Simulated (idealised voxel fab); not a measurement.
The process module that follows is named voxel transistor to metal.
Cross-sectional view cut (width: 200 nm; square cell size: 5 nm).
Cross-section layout: square cells on a grid; listed as bands, top to bottom; a band spans one or more cell rows.
In this notation a band is specified by the heights of its top and bottom, in that order and in nm, after which its materials appear from left to right, each paired with its width in nm. The word "everywhere" attached to a single material means that material fills the band from edge to edge; the word "air" stands for empty space.
Height datum 0, below which the as-received substrate wafer is one material. Lowest band open at the bottom, running downward: "0 down".
The two numbers in a width such as "30 to 40" mark its ends across the band: the first belongs to the top row of cells, the second to the bottom row, and from each row to the next the width moves by the same amount.
For the purposes of this document, the phrase "nothing altered" attached to a step denotes that no cell within the cross-section was modified by that step.
Entry "Enclosed internal cavities". Content: empty spaces with no open connection to the top, size 8 cells or greater. Each: width x height at distance. Distance: from left edge. Unit: nm.
Post-settings text on a step line: simulator's own remark regarding the step.
The line of a step may include "overlay nm". On a step with a mask, this value is how far to the right of its planned place the mask lay. A negative value means the mask lay to the left.
**Below is the list of planned process steps**
1) RECEIVE (material Si)
2) CONFORMAL_DEP (material SiO2; thk nm 5)
3) CONFORMAL_DEP (material SiN; thk nm 15)
4) MASKED_ETCH (tone cover; mask id ACTIVE; width nm 95; etch materials SiN; depth nm 15; overlay nm 0)
5) MASKED_ETCH (tone cover; mask id ACTIVE; width nm 95; etch materials SiO2; depth nm 5; overlay nm 0)
6) MASKED_ETCH (tone cover; mask id ACTIVE; width nm 95; etch materials Si; depth nm 30; overlay nm 0)
7) OXIDIZE (depth nm 5)
8) FILL_DEP (material SiO2; thk nm 10)
9) CMP (height nm 20)
10) SELECTIVE_ETCH (etch materials SiO2; depth nm 10)
11) STRIP (etch materials SiN)
12) SELECTIVE_ETCH (etch materials SiO2; depth nm 5)
13) OXIDIZE (depth nm 5)
14) DIRECTIONAL_DEP (material polySi; thk nm 30)
15) DIRECTIONAL_DEP (material SiCN; thk nm 15)
16) PATTERN (tone cover; mask id GATE; material resist; width nm 15; thk nm 20; overlay nm 0)
17) DIRECTIONAL_ETCH (etch materials SiCN; depth nm 25)
18) DIRECTIONAL_ETCH (etch materials polySi; depth nm 40)
19) STRIP (etch materials resist)
20) CONFORMAL_DEP (material SiO2; thk nm 5)
21) DIRECTIONAL_ETCH (etch materials SiO2; depth nm 5)
22) CONFORMAL_DEP (material SiN; thk nm 5)
23) DIRECTIONAL_ETCH (etch materials SiN; depth nm 5)
24) DIRECTIONAL_ETCH (etch materials SiO2; depth nm 5)
25) DIRECTIONAL_ETCH (etch materials Si; depth nm 15)
26) EPI (material pSi; thk nm 20)
27) FILL_DEP (material SiO2; thk nm 5)
28) CMP (height nm 45)
29) DIRECTIONAL_DEP (material SiO2; thk nm 10)
30) PATTERN (tone open; mask id CONTACT; material resist; width nm 20; pitch nm 65; thk nm 20; overlay nm 0)
31) DIRECTIONAL_ETCH (etch materials SiO2; depth nm 55)
32) STRIP (etch materials resist)
33) CONFORMAL_DEP (material TiN; thk nm 5)
34) FILL_DEP (material Ru; thk nm 5)
35) CMP (height nm 55)
36) DIRECTIONAL_DEP (material TiN; thk nm 5)
37) DIRECTIONAL_DEP (material W; thk nm 25)
38) MASKED_ETCH (tone cover; mask id METAL_1; width nm 20; pitch nm 65; etch materials W; depth nm 25; overlay nm 0)
39) MASKED_ETCH (tone cover; mask id METAL_1; width nm 20; pitch nm 65; etch materials TiN; depth nm 5; overlay nm 0)
40) CONFORMAL_DEP (material SiCN; thk nm 5)
41) FILL_DEP (material lowk; thk nm 5)
42) CMP (height nm 85)
43) CONFORMAL_DEP (material SiCN; thk nm 5)
44) DIRECTIONAL_DEP (material SiO2; thk nm 35)
45) MASKED_ETCH (tone open; mask id METAL_2; width nm 20; pitch nm 65; etch materials SiO2; depth nm 20; overlay nm 0)
46) MASKED_ETCH (tone open; mask id METAL_2_HOLES; width nm 15; pitch nm 65; etch materials SiO2; depth nm 15; overlay nm 0)
47) MASKED_ETCH (tone open; mask id METAL_2_HOLES; width nm 15; pitch nm 65; etch materials SiCN; depth nm 5; overlay nm 0)
48) CONFORMAL_DEP (material TiN; thk nm 5)
49) FILL_DEP (material Cu; thk nm 5)
50) CMP (height nm 125)
51) CONFORMAL_DEP (material SiN; thk nm 5)
**Shown in cross-section is the wafer as received, that is, as it stands after step 1**
* 0 down: Si everywhere
* Enclosed internal cavities: none
**Same starting wafer, same plan as above, one mistake in the execution; this is the cross-section at the end of the module**
* 130 to 125: SiN everywhere
* 125 to 110: SiO2 (55) / TiN (5) / Cu (10) / TiN (5) / SiO2 (45) / TiN (5) / Cu (10) / TiN (5) / SiO2 (60)
* 110 to 105: SiO2 (55) / TiN (5) / Cu (5) / TiN (10) / SiO2 (45) / TiN (5) / Cu (5) / TiN (10) / SiO2 (60)
* 105 to 90: SiO2 (55) / TiN (5) / Cu (5) / TiN (5) / SiO2 (50) / TiN (5) / Cu (5) / TiN (5) / SiO2 (65)
* 90 to 85: SiCN (55) / TiN (15) / SiCN (50) / TiN (15) / SiCN (65)
* 85 to 60: lowk (50) / SiCN (5) / W (20) / SiCN (5) / lowk (35) / SiCN (5) / W (20) / SiCN (5) / lowk (55)
* 60 to 55: SiCN (55) / TiN (20) / SiCN (45) / TiN (20) / SiCN (60)
* 55 to 45: SiO2 (55) / TiN (5) / Ru (10) / TiN (5) / SiO2 (45) / TiN (5) / Ru (10) / TiN (5) / SiO2 (60)
* 45 to 30: SiO2 (55) / TiN (5) / Ru (10) / TiN (5) / SiO2 (15) / SiCN (15) / SiO2 (15) / TiN (5) / Ru (10) / TiN (5) / SiO2 (60)
* 30 to 20: SiO2 (55) / TiN (5) / Ru (10) / TiN (5) / SiO2 (15) / polySi (15) / SiO2 (15) / TiN (5) / Ru (10) / TiN (5) / SiO2 (60)
* 20 to 15: SiO2 (55) / TiN (20) / SiO2 (15) / polySi (15) / SiO2 (15) / TiN (20) / SiO2 (60)
* 15 to 0: SiO2 (55) / TiN (10) / pSi (20) / SiO2 (5) / polySi (15) / SiO2 (5) / pSi (20) / TiN (10) / SiO2 (60)
* 0 to -5: SiO2 (50) / pSi (35) / SiO2 (25) / pSi (35) / SiO2 (55)
* -5 to -20: SiO2 (55) / pSi (30) / Si (25) / pSi (30) / SiO2 (60)
* -20 to -35: SiO2 (55) / Si (85) / SiO2 (60)
* -35 down: Si everywhere
* Enclosed internal cavities: none
What broke from the plan during processing? the plan's step 22 was left out and never carried out
